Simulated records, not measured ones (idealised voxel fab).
This is a process module. Its name is voxel ribs on slabs.
Section cut is 145 nm wide and gridded with 5 nm square cells.
Just so we're on the same page, the cross-sections are grids of square cells, and they're listed out in bands top to bottom, each band one or more rows deep. Basically the band line says how high the top is and how high the bottom is, in nm, and then what's in it from left to right, every material with its width in nm. Empty space shows up as "empty", and if a single material carries "everywhere" it runs the full band edge to edge. Height is counted from the level 0, under which the received wafer is composed throughout of one material. The lowest of the bands is not closed at the bottom but continues downward, in the notation "0 nm and below". Note: "30 to 40" means the width goes from the first number (top row of the band) to the second number (bottom row) in equal steps per row of cells. Basically "same as before" means that step didn't change any cell in the cross-section. Heads up: "Closed voids list" only lists the empty pockets with no open path to the top that are 8 cells or more, and it writes them as width x height at distance, distance from the left edge, in nm. The remark found on a step's line after its settings is issued by the simulator itself and pertains to that step. You can add "overlay nm" to a step's line. For a step with a mask, it describes how far the mask lay to the right of its planned position, and a negative number describes a lay to the left.
Planned process steps
- 1: RECEIVE [material Si]
- 2: DIRECTIONAL_DEP [material SiO2] [thk nm 25]
- 3: DIRECTIONAL_DEP [material SiN] [thk nm 15]
- 4: PATTERN [tone cover] [mask id RIB] [material resist] [width nm 25] [thk nm 20] [overlay nm 0]
- 5: DIRECTIONAL_ETCH [etch materials SiN] [depth nm 5]
- 6: STRIP [etch materials resist]
- 7: PATTERN [tone cover] [mask id SLAB] [material resist] [width nm 85] [thk nm 15] [overlay nm 0]
- 8: DIRECTIONAL_ETCH [etch materials SiN] [depth nm 10]
- 9: STRIP [etch materials resist]
- 10: FILL_DEP [material SiO2] [thk nm 15]
- 11: CMP [height nm 50]
- 12: DIRECTIONAL_DEP [material W] [thk nm 10]
- 13: PATTERN [tone cover] [mask id HEATER] [material resist] [width nm 35] [thk nm 20] [overlay nm 0]
- 14: DIRECTIONAL_ETCH [etch materials W] [depth nm 10]
- 15: STRIP [etch materials resist]
- 16: CONFORMAL_DEP [material SiO2] [thk nm 5]
On the first of the two wafers: run conducted according to plan
As-received state of the wafer in cross-section, equivalent to post-step 1
	0 nm and below = Si everywhere
	Closed voids list: none
After step 2: wafer cross-section
	25 nm to 0 nm = SiO2 everywhere
	Whatever lies below 0 is exactly as it was before.
After step 3: wafer cross-section
	40 nm to 25 nm = SiN everywhere
	Whatever lies below 25 is exactly as it was before.
After step 4: wafer cross-section
	60 nm to 40 nm = empty 60; resist 25; empty 60
	Whatever lies below 40 is exactly as it was before.
After step 5: wafer cross-section
	60 nm to 40 nm = empty 60; resist 25; empty 60
	40 nm to 35 nm = empty 60; SiN 25; empty 60
	Whatever lies below 35 is exactly as it was before.
After step 6: wafer cross-section
	40 nm to 35 nm = empty 60; SiN 25; empty 60
	Whatever lies below 35 is exactly as it was before.
After step 7: wafer cross-section
	55 nm to 40 nm = empty 30; resist 85; empty 30
	40 nm to 35 nm = empty 30; resist 30; SiN 25; resist 30; empty 30
	Whatever lies below 35 is exactly as it was before.
After step 8: wafer cross-section
	55 nm to 40 nm = empty 30; resist 85; empty 30
	40 nm to 35 nm = empty 30; resist 30; SiN 25; resist 30; empty 30
	35 nm to 25 nm = empty 30; SiN 85; empty 30
	Whatever lies below 25 is exactly as it was before.
After step 9: wafer cross-section
	40 nm to 35 nm = empty 60; SiN 25; empty 60
	Whatever lies below 35 is exactly as it was before.
After step 10: wafer cross-section
	55 nm to 40 nm = SiO2 everywhere
	40 nm to 35 nm = SiO2 60; SiN 25; SiO2 60
	35 nm to 25 nm = SiO2 30; SiN 85; SiO2 30
	Whatever lies below 25 is exactly as it was before.
After step 11: wafer cross-section
	50 nm to 40 nm = SiO2 everywhere
	Whatever lies below 40 is exactly as it was before.
After step 12: wafer cross-section
	60 nm to 50 nm = W everywhere
	Whatever lies below 50 is exactly as it was before.
After step 13: wafer cross-section
	80 nm to 60 nm = empty 55; resist 35; empty 55
	Whatever lies below 60 is exactly as it was before.
After step 14: wafer cross-section
	80 nm to 60 nm = empty 55; resist 35; empty 55
	60 nm to 50 nm = empty 55; W 35; empty 55
	Whatever lies below 50 is exactly as it was before.
After step 15: wafer cross-section
	60 nm to 50 nm = empty 55; W 35; empty 55
	Whatever lies below 50 is exactly as it was before.
After step 16: wafer cross-section
	65 nm to 60 nm = empty 50; SiO2 45; empty 50
	60 nm to 55 nm = empty 50; SiO2 5; W 35; SiO2 5; empty 50
	55 nm to 50 nm = SiO2 55; W 35; SiO2 55
	Whatever lies below 50 is exactly as it was before.
The second wafer was prepared from the same starting point and under the same plan as the first; its processing contained one mistake, and it remains indistinguishable from the first wafer up to and including step 2
Second wafer cross-section, taken as of the time the plan sets for step 3 to be done
	45 nm to 25 nm = empty 60; resist 25; empty 60
	Whatever lies below 25 is exactly as it was before.
Second wafer cross-section, taken as of the time the plan sets for step 4 to be done
	60 nm to 45 nm = empty 60; SiN 25; empty 60
	45 nm to 40 nm = empty 60; resist 25; empty 60
	40 nm to 25 nm = SiN 60; resist 25; SiN 60
	Whatever lies below 25 is exactly as it was before.
Second wafer cross-section, taken as of the time the plan sets for step 5 to be done
	55 nm to 45 nm = empty 60; SiN 25; empty 60
	45 nm to 35 nm = empty 60; resist 25; empty 60
	Whatever lies below 35 is exactly as it was before.
Second wafer cross-section, taken as of the time the plan sets for step 6 to be done
	35 nm to 25 nm = SiN 60; empty 25; SiN 60
	Whatever lies below 25 is exactly as it was before.
Second wafer cross-section, taken as of the time the plan sets for step 7 to be done
	50 nm to 35 nm = empty 30; resist 85; empty 30
	35 nm to 25 nm = SiN 60; resist 25; SiN 60
	Whatever lies below 25 is exactly as it was before.
Second wafer cross-section, taken as of the time the plan sets for step 8 to be done
	50 nm to 35 nm = empty 30; resist 85; empty 30
	35 nm to 25 nm = empty 30; SiN 30; resist 25; SiN 30; empty 30
	Whatever lies below 25 is exactly as it was before.
Second wafer cross-section, taken as of the time the plan sets for step 9 to be done
	35 nm to 25 nm = empty 30; SiN 30; empty 25; SiN 30; empty 30
	Whatever lies below 25 is exactly as it was before.
Second wafer cross-section, taken as of the time the plan sets for step 10 to be done
	50 nm to 35 nm = SiO2 everywhere
	35 nm to 25 nm = SiO2 30; SiN 30; SiO2 25; SiN 30; SiO2 30
	Whatever lies below 25 is exactly as it was before.
Second wafer cross-section, taken as of the time the plan sets for step 11 to be done: same as before
Second wafer cross-section, taken as of the time the plan sets for step 12 to be done
	60 nm to 50 nm = W everywhere
	Whatever lies below 50 is exactly as it was before.
Second wafer cross-section, taken as of the time the plan sets for step 13 to be done
	80 nm to 60 nm = empty 55; resist 35; empty 55
	Whatever lies below 60 is exactly as it was before.
Second wafer cross-section, taken as of the time the plan sets for step 14 to be done
	80 nm to 60 nm = empty 55; resist 35; empty 55
	60 nm to 50 nm = empty 55; W 35; empty 55
	Whatever lies below 50 is exactly as it was before.
Second wafer cross-section, taken as of the time the plan sets for step 15 to be done
	60 nm to 50 nm = empty 55; W 35; empty 55
	Whatever lies below 50 is exactly as it was before.
Second wafer cross-section, taken as of the time the plan sets for step 16 to be done
	65 nm to 60 nm = empty 50; SiO2 45; empty 50
	60 nm to 55 nm = empty 50; SiO2 5; W 35; SiO2 5; empty 50
	55 nm to 50 nm = SiO2 55; W 35; SiO2 55
	Whatever lies below 50 is exactly as it was before.
Short version of what went wrong: steps 3 and 4: order swapped relative to plan
Heads up, by the end the second wafer has more or fewer cells of some materials compared to the first: -15 SiN; +15 SiO2
